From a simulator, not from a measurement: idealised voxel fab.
process module | voxel capacitor over wiring
cross-section cut | 230 nm wide | cells 5 nm
A cross-section is a grid of square cells, given in bands from the top down. A band is one or more rows of cells.
Each band's line starts with the height of the band's top and of its bottom, in nm. Then come its materials from left to right, each with its width in nm. One material with "throughout" fills the band from edge to edge. "air" is empty space.
Height 0 is the level under which the wafer as received is all one material. The lowest band goes on downwards, as in "0 down".
A width such as "30 to 40" changes by the same amount from each row of cells to the next, from the band's top row to its bottom row.
"no change" after a step means that no cell of the cross-section changed.
closed voids: empty space of 8 cells or more with no open way to the top, each as width x height at its distance from the left edge, in nm
after a step's settings: what the simulator itself notes on the step
overlay nm, on a step with a mask: how far to the right of its planned place the mask lay; to the left if negative
plan
1 op RECEIVE | material Si
2 op CONFORMAL_DEP | material SiO2 | thk nm 15
3 op CONFORMAL_DEP | material SiCN | thk nm 5
4 op DIRECTIONAL_DEP | material lowk | thk nm 15
5 op PATTERN | tone open | mask id METAL_1 | material resist | width nm 25 | pitch nm 75 | thk nm 15 | overlay nm 0
6 op DIRECTIONAL_ETCH | etch materials lowk | depth nm 15
7 op DIRECTIONAL_ETCH | etch materials SiCN | depth nm 5
8 op STRIP | etch materials resist
9 op CONFORMAL_DEP | material TiN | thk nm 5
10 op FILL_DEP | material Ru | thk nm 5
11 op CMP | height nm 35
12 op EPI | material Ru | thk nm 5
13 op FILL_DEP | material SiCN | thk nm 5
14 op DIRECTIONAL_DEP | material SiO2 | thk nm 20
15 op DIRECTIONAL_DEP | material aC | thk nm 10
16 op PATTERN | tone open | mask id PLUG_1 | material resist | width nm 15 | thk nm 30 | overlay nm 0
17 op DIRECTIONAL_ETCH | etch materials aC | depth nm 10
18 op STRIP | etch materials resist
19 op DIRECTIONAL_ETCH | etch materials SiO2 | depth nm 20
20 op DIRECTIONAL_ETCH | etch materials SiCN | depth nm 5
21 op STRIP | etch materials aC
22 op CONFORMAL_DEP | material TiN | thk nm 5
23 op FILL_DEP | material W | thk nm 10
24 op CMP | height nm 65
25 op DIRECTIONAL_DEP | material TiN | thk nm 5
26 op DIRECTIONAL_DEP | material HfO2 | thk nm 5
27 op DIRECTIONAL_DEP | material TiN | thk nm 5
28 op MASKED_ETCH | tone cover | mask id UPPER_PLATE | width nm 55 | etch materials TiN | depth nm 5 | overlay nm 0
29 op MASKED_ETCH | tone cover | mask id UPPER_PLATE | width nm 55 | etch materials HfO2 | depth nm 5 | overlay nm 0
30 op MASKED_ETCH | tone cover | mask id LOWER_PLATE | width nm 65 | etch materials TiN | depth nm 5 | overlay nm 0
31 op FILL_DEP | material SiO2 | thk nm 15
32 op CMP | height nm 90
33 op MASKED_ETCH | tone open | mask id PLUG_2 | width nm 15 | etch materials SiO2 | depth nm 10 | overlay nm 0
34 op CONFORMAL_DEP | material TiN | thk nm 5
35 op FILL_DEP | material Cu | thk nm 5
36 op CMP | height nm 90
37 op CONFORMAL_DEP | material SiN | thk nm 5
as received, after step 1
  0 down: Si throughout
  closed voids: none
a wafer at the end: this start, this plan, one mistake
  95 to 90: SiCN throughout
  90 to 85: SiO2 85 | TiN 5 | Cu 5 | TiN 5 | SiO2 130
  85 to 75: SiO2 85 to 75 | TiN 15 to 55 | SiO2 130 to 100
  75 to 70: SiO2 75 | HfO2 55 | SiO2 100
  70 to 65: SiO2 70 | TiN 65 | SiO2 95
  65 to 45: SiO2 75 | TiN 5 | W 5 | TiN 5 | SiO2 140
  45 to 40: SiCN 75 | TiN 15 | SiCN 140
  40 to 35: SiCN 60 | Ru 35 | SiCN 40 | Ru 35 | SiCN 60
  35 to 20: lowk 65 | TiN 5 | Ru 15 | TiN 5 | lowk 50 | TiN 5 | Ru 15 | TiN 5 | lowk 65
  20 to 15: SiCN 65 | TiN 25 | SiCN 50 | TiN 25 | SiCN 65
  15 to 0: SiO2 throughout
  0 down: Si throughout
  closed voids: none
what went wrong: step 37 ran as: op CONFORMAL_DEP | material SiCN | thk nm 5
